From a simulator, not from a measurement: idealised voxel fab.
Title: Process Module voxel wiring stack
We display cut, a cross-section 215 nm in width whose square cells are each 5 nm.
Square cells in a grid make up a cross-section in this document, and the grid is given as bands, listed from the top down, each one or more rows of cells.
Read a band's entry like this: the first values are the height of its top and the height of its bottom in nm, and what follows is the sequence of materials from left to right, each with its width in nm. Note that "blank" is empty space, and that a single material marked "full width" reaches across the band from edge to edge.
Basically, 0 is our baseline, since under it the wafer straight out of the box is all one material. The bottom band has no lower end and keeps on going down, so it looks like "0..down".
So if you see something like "30..40" for the width, read it as the top row of the band sitting at the first number and the bottom row at the second, with every row in between moving by the same amount as the last.
A step reported as "nothing altered" is a step in which no cell of the cross-section changed.
"Closed void table" specifies each empty space that is not open to the top and that occupies no fewer than 8 cells, using the form width x height at distance, the distance measured from the left edge and all three quantities in nm.
after a step's settings: what the simulator itself notes on the step
overlay nm: mask right of planned place by this much (step with mask). Neg. = left.

[Below is the list of planned process steps]
step 1: RECEIVE | material Si
step 2: CONFORMAL_DEP | material SiO2 | thk nm 15
step 3: DIRECTIONAL_DEP | material TiN | thk nm 5
step 4: DIRECTIONAL_DEP | material Ru | thk nm 20
step 5: DIRECTIONAL_DEP | material aC | thk nm 10
step 6: PATTERN | tone cover | mask id METAL_1 | material resist | width nm 25 | pitch nm 50 | thk nm 30 | overlay nm 0
step 7: DIRECTIONAL_ETCH | etch materials aC | depth nm 10
step 8: STRIP | etch materials resist
step 9: DIRECTIONAL_ETCH | etch materials Ru | depth nm 20
step 10: DIRECTIONAL_ETCH | etch materials TiN | depth nm 5
step 11: STRIP | etch materials aC
step 12: FILL_DEP | material SiO2 | thk nm 10
step 13: CMP | height nm 40
step 14: CONFORMAL_DEP | material SiCN | thk nm 5
step 15: DIRECTIONAL_DEP | material SiO2 | thk nm 20
step 16: MASKED_ETCH | tone open | mask id PLUG_1 | width nm 15 | pitch nm 50 | etch materials SiO2 | depth nm 20 | overlay nm 0
step 17: MASKED_ETCH | tone open | mask id PLUG_1 | width nm 15 | pitch nm 50 | etch materials SiCN | depth nm 5 | overlay nm 0
step 18: EPI | material Ru | thk nm 10
step 19: EPI | material Ru | thk nm 10
step 20: EPI | material Ru | thk nm 5
step 21: DIRECTIONAL_DEP | material TiN | thk nm 5
step 22: DIRECTIONAL_DEP | material Ru | thk nm 15
step 23: DIRECTIONAL_DEP | material aC | thk nm 10
step 24: PATTERN | tone cover | mask id METAL_2 | material resist | width nm 25 | pitch nm 50 | thk nm 30 | overlay nm 0
step 25: DIRECTIONAL_ETCH | etch materials aC | depth nm 10
step 26: STRIP | etch materials resist
step 27: DIRECTIONAL_ETCH | etch materials Ru | depth nm 15
step 28: DIRECTIONAL_ETCH | etch materials TiN | depth nm 5
step 29: STRIP | etch materials aC
step 30: FILL_DEP | material SiO2 | thk nm 5
step 31: CMP | height nm 75
step 32: CONFORMAL_DEP | material SiCN | thk nm 5
step 33: DIRECTIONAL_DEP | material lowk | thk nm 10
step 34: MASKED_ETCH | tone open | mask id PLUG_2 | width nm 15 | pitch nm 50 | etch materials lowk | depth nm 10 | overlay nm 0
step 35: MASKED_ETCH | tone open | mask id PLUG_2 | width nm 15 | pitch nm 50 | etch materials SiCN | depth nm 5 | overlay nm 0
step 36: CONFORMAL_DEP | material TiN | thk nm 5
step 37: FILL_DEP | material W | thk nm 5
step 38: CMP | height nm 100
step 39: CONFORMAL_DEP | material SiN | thk nm 5
step 40: DIRECTIONAL_DEP | material SiO2 | thk nm 25
step 41: PATTERN | tone open | mask id METAL_3 | material resist | width nm 25 | pitch nm 50 | thk nm 20 | overlay nm 0
step 42: DIRECTIONAL_ETCH | etch materials SiO2 | depth nm 25
step 43: DIRECTIONAL_ETCH | etch materials SiN | depth nm 5
step 44: STRIP | etch materials resist
step 45: CONFORMAL_DEP | material TiN | thk nm 5
step 46: FILL_DEP | material Cu | thk nm 5
step 47: CMP | height nm 130
step 48: CONFORMAL_DEP | material SiCN | thk nm 5
step 49: DIRECTIONAL_DEP | material SiO2 | thk nm 20
step 50: MASKED_ETCH | tone open | mask id PLUG_3 | width nm 15 | etch materials SiO2 | depth nm 20 | overlay nm 0
step 51: MASKED_ETCH | tone open | mask id PLUG_3 | width nm 15 | etch materials SiCN | depth nm 5 | overlay nm 0
step 52: EPI | material Ru | thk nm 10
step 53: EPI | material Ru | thk nm 10
step 54: EPI | material Ru | thk nm 5
step 55: CONFORMAL_DEP | material SiCN | thk nm 5
step 56: DIRECTIONAL_DEP | material lowk | thk nm 25
step 57: MASKED_ETCH | tone open | mask id METAL_4 | width nm 25 | pitch nm 50 | etch materials lowk | depth nm 25 | overlay nm 0
step 58: MASKED_ETCH | tone open | mask id METAL_4 | width nm 25 | pitch nm 50 | etch materials SiCN | depth nm 5 | overlay nm 0
step 59: CONFORMAL_DEP | material TiN | thk nm 5
step 60: FILL_DEP | material Cu | thk nm 10
step 61: CMP | height nm 185
step 62: CONFORMAL_DEP | material SiN | thk nm 5
Don't read the plan's height nm for step 31 as applying to every wafer: that's the first wafer's value, and the wafers differ in it, though they all start identical.

[As received, i.e. after step 1: cross-section through the first of several wafers]
* 0..down | Si full width
* Closed void table: none

[Cross-section of the first of several wafers, taken after step 62, where the module ends]
* 190..185 | SiN full width
* 185..160 | lowk 70 nm; TiN 5 nm; Cu 15 nm; TiN 5 nm; lowk 25 nm; TiN 5 nm; Cu 15 nm; TiN 5 nm; lowk 70 nm
* 160..155 | SiCN 70 nm; TiN 25 nm; SiCN 25 nm; TiN 25 nm; SiCN 70 nm
* 155..135 | SiO2 70 nm; Ru 15 nm; SiO2 130 nm
* 135..130 | SiCN 70 nm; Ru 15 nm; SiCN 130 nm
* 130..105 | SiO2 70 nm; TiN 5 nm; Cu 15 nm; TiN 5 nm; SiO2 25 nm; TiN 5 nm; Cu 15 nm; TiN 5 nm; SiO2 70 nm
* 105..100 | SiN 70 nm; TiN 25 nm; SiN 25 nm; TiN 25 nm; SiN 70 nm
* 100..95 | W full width
* 95..90 | TiN 75 nm; W 5 nm; TiN 45 nm; W 5 nm; TiN 85 nm
* 90..80 | lowk 70 nm; TiN 5 nm; W 5 nm; TiN 5 nm; lowk 35 nm; TiN 5 nm; W 5 nm; TiN 5 nm; lowk 80 nm
* 80..75 | SiCN 70 nm; TiN 15 nm; SiCN 35 nm; TiN 15 nm; SiCN 80 nm
* 75..70 | SiO2 70 nm; Ru 25 nm; SiO2 25 nm; Ru 25 nm; SiO2 70 nm
* 70..65 | SiO2 70 nm; TiN 25 nm; SiO2 25 nm; TiN 25 nm; SiO2 70 nm
* 65..45 | SiO2 70 nm; Ru 15 nm; SiO2 35 nm; Ru 15 nm; SiO2 80 nm
* 45..40 | SiCN 70 nm; Ru 15 nm; SiCN 35 nm; Ru 15 nm; SiCN 80 nm
* 40..20 | SiO2 70 nm; Ru 25 nm; SiO2 25 nm; Ru 25 nm; SiO2 70 nm
* 20..15 | SiO2 70 nm; TiN 25 nm; SiO2 25 nm; TiN 25 nm; SiO2 70 nm
* 15..0 | SiO2 full width
* 0..down | Si full width
* Closed void table: none

[Last wafer, end of module, cross-section]
* 190..185 | SiN full width
* 185..160 | lowk 70 nm; TiN 5 nm; Cu 15 nm; TiN 5 nm; lowk 25 nm; TiN 5 nm; Cu 15 nm; TiN 5 nm; lowk 70 nm
* 160..155 | SiCN 70 nm; TiN 25 nm; SiCN 25 nm; TiN 25 nm; SiCN 70 nm
* 155..135 | SiO2 70 nm; Ru 15 nm; SiO2 130 nm
* 135..130 | SiCN 70 nm; Ru 15 nm; SiCN 130 nm
* 130..105 | SiO2 70 nm; TiN 5 nm; Cu 15 nm; TiN 5 nm; SiO2 25 nm; TiN 5 nm; Cu 15 nm; TiN 5 nm; SiO2 70 nm
* 105..100 | SiN 70 nm; TiN 25 nm; SiN 25 nm; TiN 25 nm; SiN 70 nm
* 100..95 | lowk 70 nm; TiN 5 nm; W 5 nm; TiN 5 nm; lowk 35 nm; TiN 5 nm; W 5 nm; TiN 5 nm; lowk 80 nm
* 95..90 | SiCN 70 nm; TiN 15 nm; SiCN 35 nm; TiN 15 nm; SiCN 80 nm
* 90..85 | SiO2 full width
* 85..70 | SiO2 70 nm; Ru 25 nm; SiO2 25 nm; Ru 25 nm; SiO2 70 nm
* 70..65 | SiO2 70 nm; TiN 25 nm; SiO2 25 nm; TiN 25 nm; SiO2 70 nm
* 65..45 | SiO2 70 nm; Ru 15 nm; SiO2 35 nm; Ru 15 nm; SiO2 80 nm
* 45..40 | SiCN 70 nm; Ru 15 nm; SiCN 35 nm; Ru 15 nm; SiCN 80 nm
* 40..20 | SiO2 70 nm; Ru 25 nm; SiO2 25 nm; Ru 25 nm; SiO2 70 nm
* 20..15 | SiO2 70 nm; TiN 25 nm; SiO2 25 nm; TiN 25 nm; SiO2 70 nm
* 15..0 | SiO2 full width
* 0..down | Si full width
* Closed void table: none

[Quick key for the table: a row per wafer, taken at the end of the module. For each material it tells you how many cells the wafer gained (+) or lost (-) since it came in, and the closed voids come after]
height nm 75 | +60 Cu | +95 Ru | +147 SiCN | +76 SiN | +833 SiO2 | +135 TiN | +49 W | +239 lowk | Closed void table: none
height nm 80 | +60 Cu | +105 Ru | +147 SiCN | +76 SiN | +866 SiO2 | +135 TiN | +6 W | +239 lowk | Closed void table: none
height nm 85 | +60 Cu | +115 Ru | +147 SiCN | +76 SiN | +899 SiO2 | +94 TiN | +4 W | +239 lowk | Closed void table: none
height nm 90 | +60 Cu | +115 Ru | +147 SiCN | +76 SiN | +942 SiO2 | +90 TiN | +2 W | +202 lowk | Closed void table: none
